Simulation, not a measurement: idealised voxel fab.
process module | voxel lift off
cross-section cut | 220 nm wide | cells 5 nm
A cross-section is a grid of square cells, given in bands from the top down. A band is one or more rows of cells.
Each band's line starts with the height of the band's top and of its bottom, in nm. Then come its materials from left to right, each with its width in nm. One material with "throughout" fills the band from edge to edge. "air" is empty space.
Height 0 is the level under which the wafer as received is all one material. The lowest band goes on downwards, as in "0 down".
A width such as "30 to 40" changes by the same amount from each row of cells to the next, from the band's top row to its bottom row.
"no change" after a step means that no cell of the cross-section changed.
closed voids: empty space of 8 cells or more with no open way to the top, each as width x height at its distance from the left edge, in nm
after a step's settings: what the simulator itself notes on the step
overlay nm, on a step with a mask: how far to the right of its planned place the mask lay; to the left if negative
plan
1 op RECEIVE | material Si
2 op CONFORMAL_DEP | material Al2O3 | thk nm 10
3 op PATTERN | tone open | mask id LINES | material resist | width nm 30 | pitch nm 45 | thk nm 25 | overlay nm 0
4 op DIRECTIONAL_DEP | material Ru | thk nm 15
5 op STRIP | etch materials resist
6 op CONFORMAL_DEP | material SiO2 | thk nm 5
as received, after step 1
  0 down: Si throughout
  closed voids: none
first wafer at the end, as planned
  30 to 25: air 65 | SiO2 40 | air 5 | SiO2 40 | air 70
  25 to 15: air 65 | SiO2 5 | Ru 30 | SiO2 5 | air 5 | SiO2 5 | Ru 30 | SiO2 5 | air 70
  15 to 10: SiO2 70 | Ru 30 | SiO2 15 | Ru 30 | SiO2 75
  10 to 0: Al2O3 throughout
  0 down: Si throughout
  closed voids: none
second wafer at the end: like start, like plan, one mistake
  30 to 25: air 70 | SiO2 30 | air 15 | SiO2 30 | air 75
  25 to 15: air 70 | SiO2 5 | Ru 20 | SiO2 5 | air 15 | SiO2 5 | Ru 20 | SiO2 5 | air 75
  15 to 10: SiO2 75 | Ru 20 | SiO2 25 | Ru 20 | SiO2 80
  10 to 0: Al2O3 throughout
  0 down: Si throughout
  closed voids: none
what went wrong: step 3 ran as: op PATTERN | tone open | mask id LINES | material resist | width nm 20 | pitch nm 45 | thk nm 25 | overlay nm 0
at the end the second wafer has, in cells: 12 fewer of Ru
